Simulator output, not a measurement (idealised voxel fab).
The document below concerns the process module designated voxel wiring stack.
Each square cell in cross-section cut measures 5 nm, and the section as a whole is 260 nm wide.
Format of a cross-section: grid, square cells. Given as bands. Order: top down. Band: one or more rows of cells. Per band: top height and bottom height in nm, followed by the left-to-right materials and their widths in nm; "all across" marks a single material spanning edge to edge, "air" marks empty space. Measure heights from 0. That's the level where, below it, the as-received wafer is all one material. The lowest band is bottomless and extends downward; write it as in "0 -> down". You'd read "30 to 40" like this: the band's top row of cells is as wide as the first number, its bottom row is as wide as the second, and going down, every row changes width by the same amount as the row before did. "changes: none", as given for a step, is the statement that not any cell of the cross-section underwent a change during that step. "Enclosed void catalog" lists enclosed empty spaces (at least 8 cells, no open path upward to the top), each as width x height at distance from the left edge, in nm. Text after the settings on a step's line: the simulator's own remark on that step. On any step carrying a mask, the "overlay nm" setting, if present on the step's line, tells how far right of its planned place the mask lay; negative values point to the left.

Set out below are the planned steps of the process
1,RECEIVE: material Si
2,CONFORMAL_DEP: material SiO2, thk nm 15
3,DIRECTIONAL_DEP: material TiN, thk nm 5
4,DIRECTIONAL_DEP: material W, thk nm 15
5,DIRECTIONAL_DEP: material aC, thk nm 10
6,PATTERN: tone cover, mask id METAL_1, material resist, width nm 20, pitch nm 50, thk nm 25, overlay nm 0
7,DIRECTIONAL_ETCH: etch materials aC, depth nm 10
8,STRIP: etch materials resist
9,DIRECTIONAL_ETCH: etch materials W, depth nm 15
10,DIRECTIONAL_ETCH: etch materials TiN, depth nm 5
11,STRIP: etch materials aC
12,FILL_DEP: material SiO2, thk nm 5
13,CMP: height nm 35
14,CONFORMAL_DEP: material SiCN, thk nm 5
15,DIRECTIONAL_DEP: material SiO2, thk nm 20
16,PATTERN: tone open, mask id PLUG_1, material resist, width nm 15, pitch nm 50, thk nm 15, overlay nm 0
17,DIRECTIONAL_ETCH: etch materials SiO2, depth nm 20
18,DIRECTIONAL_ETCH: etch materials SiCN, depth nm 5
19,STRIP: etch materials resist
20,CONFORMAL_DEP: material TiN, thk nm 5
21,FILL_DEP: material Cu, thk nm 10
22,CMP: height nm 60
23,CONFORMAL_DEP: material SiN, thk nm 5
24,DIRECTIONAL_DEP: material lowk, thk nm 25
25,DIRECTIONAL_DEP: material aC, thk nm 15
26,PATTERN: tone open, mask id METAL_2, material resist, width nm 20, pitch nm 50, thk nm 35, overlay nm 0
27,DIRECTIONAL_ETCH: etch materials aC, depth nm 15
28,STRIP: etch materials resist
29,DIRECTIONAL_ETCH: etch materials lowk, depth nm 25
30,DIRECTIONAL_ETCH: etch materials SiN, depth nm 5
31,STRIP: etch materials aC
32,CONFORMAL_DEP: material TiN, thk nm 5
33,FILL_DEP: material W, thk nm 10
34,CMP: height nm 90
35,EPI: material Ru, thk nm 5
36,FILL_DEP: material SiCN, thk nm 5
37,DIRECTIONAL_DEP: material lowk, thk nm 35
38,DIRECTIONAL_DEP: material aC, thk nm 15
39,PATTERN: tone open, mask id METAL_3, material resist, width nm 20, pitch nm 50, thk nm 35, overlay nm 0
40,DIRECTIONAL_ETCH: etch materials aC, depth nm 15
41,STRIP: etch materials resist
42,DIRECTIONAL_ETCH: etch materials lowk, depth nm 20
43,STRIP: etch materials aC
44,DIRECTIONAL_DEP: material aC, thk nm 10
45,PATTERN: tone open, mask id METAL_3_HOLES, material resist, width nm 15, pitch nm 50, thk nm 30, overlay nm 0
46,DIRECTIONAL_ETCH: etch materials aC, depth nm 10
47,STRIP: etch materials resist
48,DIRECTIONAL_ETCH: etch materials lowk, depth nm 15
49,DIRECTIONAL_ETCH: etch materials SiCN, depth nm 5
50,STRIP: etch materials aC
51,CONFORMAL_DEP: material TiN, thk nm 5
52,FILL_DEP: material Ru, thk nm 10
53,CMP: height nm 135
54,CONFORMAL_DEP: material SiCN, thk nm 5
55,DIRECTIONAL_DEP: material lowk, thk nm 25
56,PATTERN: tone open, mask id METAL_4, material resist, width nm 20, pitch nm 50, thk nm 20, overlay nm 0
57,DIRECTIONAL_ETCH: etch materials lowk, depth nm 15
58,STRIP: etch materials resist
59,MASKED_ETCH: tone open, mask id METAL_4_HOLES, width nm 15, pitch nm 50, etch materials lowk, depth nm 10, overlay nm 0
60,MASKED_ETCH: tone open, mask id METAL_4_HOLES, width nm 15, pitch nm 50, etch materials SiCN, depth nm 5, overlay nm 0
61,CONFORMAL_DEP: material TiN, thk nm 5
62,FILL_DEP: material Cu, thk nm 10
63,CMP: height nm 165
64,CONFORMAL_DEP: material SiN, thk nm 5

Wafer as received: cross-section following step 1
0 -> down  Si all across
Enclosed void catalog: none

Look at the cross-section after the module: the wafer started out the way shown above and the plan was the one shown above, yet one mistake was made along the way
170 -> 165  SiN all across
165 -> 155  70 lowk | 5 TiN | 10 Cu | 5 TiN | 30 lowk | 5 TiN | 10 Cu | 5 TiN | 30 lowk | 5 TiN | 10 Cu | 5 TiN | 70 lowk
155 -> 150  70 lowk | 5 TiN | 5 Cu | 10 TiN | 30 lowk | 5 TiN | 5 Cu | 10 TiN | 30 lowk | 5 TiN | 5 Cu | 10 TiN | 70 lowk
150 -> 140  70 lowk | 5 TiN | 5 Cu | 5 TiN | 35 lowk | 5 TiN | 5 Cu | 5 TiN | 35 lowk | 5 TiN | 5 Cu | 5 TiN | 75 lowk
140 -> 135  70 SiCN | 15 TiN | 35 SiCN | 15 TiN | 35 SiCN | 15 TiN | 75 SiCN
135 -> 130  60 Ru | 15 TiN | 10 Ru | 15 TiN | 10 Ru | 15 TiN | 10 Ru | 15 TiN | 10 Ru | 15 TiN | 10 Ru | 15 TiN | 60 Ru
130 -> 125  65 TiN | 5 lowk | 5 TiN | 10 Ru | 5 TiN | 5 lowk | 20 TiN | 5 lowk | 5 TiN | 10 Ru | 5 TiN | 5 lowk | 20 TiN | 5 lowk | 5 TiN | 10 Ru | 5 TiN | 5 lowk | 65 TiN
125 -> 115  70 lowk | 5 TiN | 10 Ru | 5 TiN | 30 lowk | 5 TiN | 10 Ru | 5 TiN | 30 lowk | 5 TiN | 10 Ru | 5 TiN | 70 lowk
115 -> 110  70 lowk | 5 TiN | 5 Ru | 10 TiN | 30 lowk | 5 TiN | 5 Ru | 10 TiN | 30 lowk | 5 TiN | 5 Ru | 10 TiN | 70 lowk
110 -> 100  70 lowk | 5 TiN | 5 Ru | 5 TiN | 35 lowk | 5 TiN | 5 Ru | 5 TiN | 35 lowk | 5 TiN | 5 Ru | 5 TiN | 75 lowk
100 -> 95  70 lowk | 15 TiN | 35 lowk | 15 TiN | 35 lowk | 15 TiN | 75 lowk
95 -> 90  65 lowk | 30 Ru | 20 lowk | 30 Ru | 20 lowk | 30 Ru | 65 lowk
90 -> 65  70 lowk | 5 TiN | 10 W | 5 TiN | 30 lowk | 5 TiN | 10 W | 5 TiN | 30 lowk | 5 TiN | 10 W | 5 TiN | 70 lowk
65 -> 60  70 SiN | 20 TiN | 30 SiN | 20 TiN | 30 SiN | 20 TiN | 70 SiN
60 -> 40  70 SiO2 | 5 TiN | 5 Cu | 5 TiN | 35 SiO2 | 5 TiN | 5 Cu | 5 TiN | 35 SiO2 | 5 TiN | 5 Cu | 5 TiN | 75 SiO2
40 -> 35  70 SiCN | 15 TiN | 35 SiCN | 15 TiN | 35 SiCN | 15 TiN | 75 SiCN
35 -> 20  70 SiO2 | 20 W | 30 SiO2 | 20 W | 30 SiO2 | 20 W | 70 SiO2
20 -> 15  70 SiO2 | 20 TiN | 30 SiO2 | 20 TiN | 30 SiO2 | 20 TiN | 70 SiO2
15 -> 0  SiO2 all across
0 -> down  Si all across
Enclosed void catalog: none
Where did the run depart from the plan? yeah, step 36 of the plan got skipped, never ran
